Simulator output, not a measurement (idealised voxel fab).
process module | voxel gate over fins
cross-section cut | 205 nm wide | cells 5 nm
A cross-section is a grid of square cells, given in bands from the top down. A band is one or more rows of cells.
Each band's line starts with the height of the band's top and of its bottom, in nm. Then come its materials from left to right, each with its width in nm. One material with "throughout" fills the band from edge to edge. "air" is empty space.
Height 0 is the level under which the wafer as received is all one material. The lowest band goes on downwards, as in "0 down".
A width such as "30 to 40" changes by the same amount from each row of cells to the next, from the band's top row to its bottom row.
"no change" after a step means that no cell of the cross-section changed.
closed voids: empty space of 8 cells or more with no open way to the top, each as width x height at its distance from the left edge, in nm
after a step's settings: what the simulator itself notes on the step
overlay nm, on a step with a mask: how far to the right of its planned place the mask lay; to the left if negative
plan
1 op RECEIVE | material Si
2 op CONFORMAL_DEP | material SiN | thk nm 5
3 op PATTERN | tone cover | mask id FINS | material resist | width nm 15 | pitch nm 45 | thk nm 20 | overlay nm 0
4 op DIRECTIONAL_ETCH | etch materials SiN | depth nm 5
5 op DIRECTIONAL_ETCH | etch materials Si | depth nm 30
6 op STRIP | etch materials resist
7 op FILL_DEP | material SiO2 | thk nm 5
8 op CMP | height nm 5
9 op SELECTIVE_ETCH | etch materials SiO2 | depth nm 20
10 op STRIP | etch materials SiN
11 op CONFORMAL_DEP | material HfO2 | thk nm 5
12 op CONFORMAL_DEP | material TiN | thk nm 5
13 op CONFORMAL_DEP | material TiAl | thk nm 5
14 op CONFORMAL_DEP | material TiN | thk nm 5
15 op FILL_DEP | material W | thk nm 15
16 op CMP | height nm 30
17 op CONFORMAL_DEP | material SiN | thk nm 10
as received, after step 1
  0 down: Si throughout
  closed voids: none
a wafer at the end: this start, this plan, one mistake
  40 to 30: SiN throughout
  30 to 20: W throughout
  20 to 15: W 60 | TiN 100 | W 45
  15 to 10: W 60 | TiN 5 | TiAl 90 | TiN 5 | W 45
  10 to 5: W 60 | TiN 5 | TiAl 5 | TiN 35 | TiAl 10 | TiN 35 | TiAl 5 | TiN 5 | W 45
  5 to 0: TiN 65 | TiAl 5 | TiN 5 | HfO2 25 | TiN 5 | TiAl 10 | TiN 5 | HfO2 25 | TiN 5 | TiAl 5 | TiN 50
  0 to -5: TiAl 70 | TiN 5 | HfO2 5 | Si 15 | HfO2 5 | TiN 5 | TiAl 10 | TiN 5 | HfO2 5 | Si 15 | HfO2 5 | TiN 5 | TiAl 55
  -5 to -10: TiN 75 | HfO2 5 | Si 15 | HfO2 5 | TiN 20 | HfO2 5 | Si 15 | HfO2 5 | TiN 60
  -10 to -15: HfO2 80 | Si 15 | HfO2 30 | Si 15 | HfO2 65
  -15 to -30: SiO2 80 | Si 15 | SiO2 30 | Si 15 | SiO2 65
  -30 down: Si throughout
  closed voids: none
what went wrong: step 3 ran as: op PATTERN | tone cover | mask id FINS | material resist | width nm 15 | pitch nm 45 | thk nm 20 | overlay nm 10
